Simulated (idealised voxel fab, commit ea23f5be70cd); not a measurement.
Herein follows the process module entitled voxel self aligned contacts.
cross-section cut | 265 nm wide | cells 5 nm
Cross-section = grid of square cells, listed top down in bands; band = one or more rows. The band entry comprises the height of the band's top followed by the height of its bottom, expressed in nm, and subsequently the band's materials from left to right, each stated together with its width in nm. Where a single material is marked with the word "edge to edge", that material fills the band from edge to edge. The word "air" represents empty space. Heights are reckoned from 0. Under this level, the received wafer is all of one material. The bottommost band is open-ended downward, for example "z 0 and below". A width such as "30 to 40" changes by the same amount from each row of cells to the next, from the band's top row to its bottom row. "everything unchanged" -> step changed no cross-section cell. Enclosed voids (no open way to top), threshold 8 cells or more, entry "Enclosed void list", notation width x height at distance, distance from left edge, nm. Read whatever lies past the settings on a step's line as the simulator's own remark about the step. Steps that use a mask can have "overlay nm" on their line. It says how far the mask sat to the right of where it was meant to be. Negative means to the left.

Planned process steps
step 1: RECEIVE [material Si]
step 2: OXIDIZE [depth nm 5]
step 3: DIRECTIONAL_DEP [material polySi] [thk nm 30]
step 4: DIRECTIONAL_DEP [material SiN] [thk nm 15]
step 5: PATTERN [tone cover] [mask id GATE] [material resist] [width nm 25] [pitch nm 60] [thk nm 20] [overlay nm 0]
step 6: DIRECTIONAL_ETCH [etch materials SiN] [depth nm 15]
step 7: DIRECTIONAL_ETCH [etch materials polySi] [depth nm 30]
step 8: STRIP [etch materials resist]
step 9: CONFORMAL_DEP [material SiN] [thk nm 5]
step 10: DIRECTIONAL_ETCH [etch materials SiN] [depth nm 5]
step 11: FILL_DEP [material SiO2] [thk nm 15]
step 12: CMP [height nm 55]
step 13: MASKED_ETCH [tone open] [mask id CONTACT] [width nm 35] [pitch nm 60] [etch materials SiO2] [depth nm 60] [overlay nm 0]
step 14: CONFORMAL_DEP [material TiN] [thk nm 5]
step 15: FILL_DEP [material Ru] [thk nm 5]
step 16: CMP [height nm 55]
step 17: CONFORMAL_DEP [material SiCN] [thk nm 5]
The value of width nm given for step 13 in the plan refers to the first wafer; the wafers vary in this setting and are alike at the start.

This is how the first of several wafers looked in cross-section when it arrived, which is after step 1
    z 0 and below: Si edge to edge
    Enclosed void list: none

First wafer of several, cross-section, module end, after step 17 (last)
    z 60 to 55: SiCN edge to edge
    z 55 to 45: SiO2: 85  TiN: 5 to 10  Ru: 25 to 15  TiN: 5 to 10  SiO2: 25  TiN: 5 to 10  Ru: 25 to 15  TiN: 5 to 10  SiO2: 85
    z 45 to 30: SiO2: 55  SiN: 35  TiN: 5  Ru: 15  TiN: 5  SiN: 35  TiN: 5  Ru: 15  TiN: 5  SiN: 35  SiO2: 55
    z 30 to 0: SiO2: 55  SiN: 5  polySi: 25  SiN: 5  TiN: 5  Ru: 15  TiN: 5  SiN: 5  polySi: 25  SiN: 5  TiN: 5  Ru: 15  TiN: 5  SiN: 5  polySi: 25  SiN: 5  SiO2: 55
    z 0 to -5: SiO2: 90  TiN: 25  SiO2: 35  TiN: 25  SiO2: 90
    z -5 and below: Si edge to edge
    Enclosed void list: none

Module end, final wafer: cross-section
    z 60 to 55: SiCN edge to edge
    z 55 to 45: SiO2: 80  TiN: 5 to 15  Ru: 35 to 15  TiN: 5 to 15  SiO2: 15  TiN: 5 to 15  Ru: 35 to 15  TiN: 5 to 15  SiO2: 80
    z 45 to 30: SiO2: 55  SiN: 35  TiN: 5  Ru: 15  TiN: 5  SiN: 35  TiN: 5  Ru: 15  TiN: 5  SiN: 35  SiO2: 55
    z 30 to 0: SiO2: 55  SiN: 5  polySi: 25  SiN: 5  TiN: 5  Ru: 15  TiN: 5  SiN: 5  polySi: 25  SiN: 5  TiN: 5  Ru: 15  TiN: 5  SiN: 5  polySi: 25  SiN: 5  SiO2: 55
    z 0 to -5: SiO2: 90  TiN: 25  SiO2: 35  TiN: 25  SiO2: 90
    z -5 and below: Si edge to edge
    Enclosed void list: none

Per wafer (row), end of module: delta in cells per material since receipt, (+) for gained, (-) for lost; closed voids after that
width nm 35, +70 Ru, -53 Si, +53 SiCN, +99 SiN, +319 SiO2, +58 TiN, +90 polySi, Enclosed void list: none
width nm 40, +72 Ru, -53 Si, +53 SiCN, +99 SiN, +315 SiO2, +60 TiN, +90 polySi, Enclosed void list: none
width nm 45, +74 Ru, -53 Si, +53 SiCN, +99 SiN, +311 SiO2, +62 TiN, +90 polySi, Enclosed void list: none
